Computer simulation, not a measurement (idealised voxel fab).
This section sets out a process module, namely voxel gate over fins.
FYI the section here is cut, 170 nm wide, cells are 5 nm squares.
Cross-section = grid of square cells, listed top down in bands; band = one or more rows. Within each band entry, the heights of the top and of the bottom of the band appear first, in that order and in nm; the materials of the band then follow from left to right, each with its corresponding width in nm. The designation "everywhere" on a single material indicates that it fills the band from edge to edge; the designation "air" indicates empty space. Where do heights start? At 0: under that level the wafer as delivered is made of one material only. And the lowest band has no floor; it just carries on downward, as in "0 nm and below". Per-row width for "30 to 40": begins at first number (top row of band), ends at second number (bottom row), increment between rows held constant. Key: "no change occurred" - step with no changed cell in the cross-section. Entry "Fully closed voids" = empty spaces >= 8 cells with no open way to the top; each as width x height at distance, distance from left edge, all nm. On each step's line, the part that comes after the settings is the simulator's own comment on the step. overlay nm: step with mask; distance mask lay right of planned place; negative value = left of planned place.
**The planned process steps are enumerated hereunder**
step 1: RECEIVE,material Si
step 2: CONFORMAL_DEP,material SiN,thk nm 5
step 3: DIRECTIONAL_DEP,material aC,thk nm 15
step 4: PATTERN,tone cover,mask id FINS,material resist,width nm 15,pitch nm 45,thk nm 35,overlay nm 0
step 5: DIRECTIONAL_ETCH,etch materials aC,depth nm 15
step 6: STRIP,etch materials resist
step 7: DIRECTIONAL_ETCH,etch materials SiN,depth nm 5
step 8: DIRECTIONAL_ETCH,etch materials Si,depth nm 40
step 9: STRIP,etch materials aC
step 10: OXIDIZE,depth nm 5
step 11: FILL_DEP,material SiO2,thk nm 5
step 12: CMP,height nm 5
step 13: SELECTIVE_ETCH,etch materials SiO2,depth nm 15
step 14: STRIP,etch materials SiN
step 15: CONFORMAL_DEP,material HfO2,thk nm 5
step 16: CONFORMAL_DEP,material TiN,thk nm 5
step 17: FILL_DEP,material W,thk nm 15
step 18: CMP,height nm 20
step 19: CONFORMAL_DEP,material SiCN,thk nm 10
**As received (post step 1): cross-section**
	0 nm and below | Si everywhere
	Fully closed voids: none
**Below is the wafer in cross-section after the module was completed. It began from the starting point shown above and followed the plan shown above, except that one mistake was made while running it**
	30 nm to 20 nm | SiCN everywhere
	20 nm to 10 nm | W everywhere
	10 nm to 5 nm | W: 25 | HfO2: 25 | W: 20 | HfO2: 25 | W: 20 | HfO2: 25 | W: 30
	5 nm to 0 nm | W: 25 | HfO2: 5 | TiN: 15 | HfO2: 5 | W: 20 | HfO2: 5 | TiN: 15 | HfO2: 5 | W: 20 | HfO2: 5 | TiN: 15 | HfO2: 5 | W: 30
	0 nm to -5 nm | HfO2: 30 | TiN: 5 | Si: 5 | TiN: 5 | HfO2: 30 | TiN: 5 | Si: 5 | TiN: 5 | HfO2: 30 | TiN: 5 | Si: 5 | TiN: 5 | HfO2: 35
	-5 nm to -10 nm | TiN: 35 | Si: 5 | TiN: 40 | Si: 5 | TiN: 40 | Si: 5 | TiN: 40
	-10 nm to -45 nm | SiO2: 35 | Si: 5 | SiO2: 40 | Si: 5 | SiO2: 40 | Si: 5 | SiO2: 40
	-45 nm and below | Si everywhere
	Fully closed voids: none
Nonconformance to the process plan: steps 15 and 16 traded places in the executed sequence
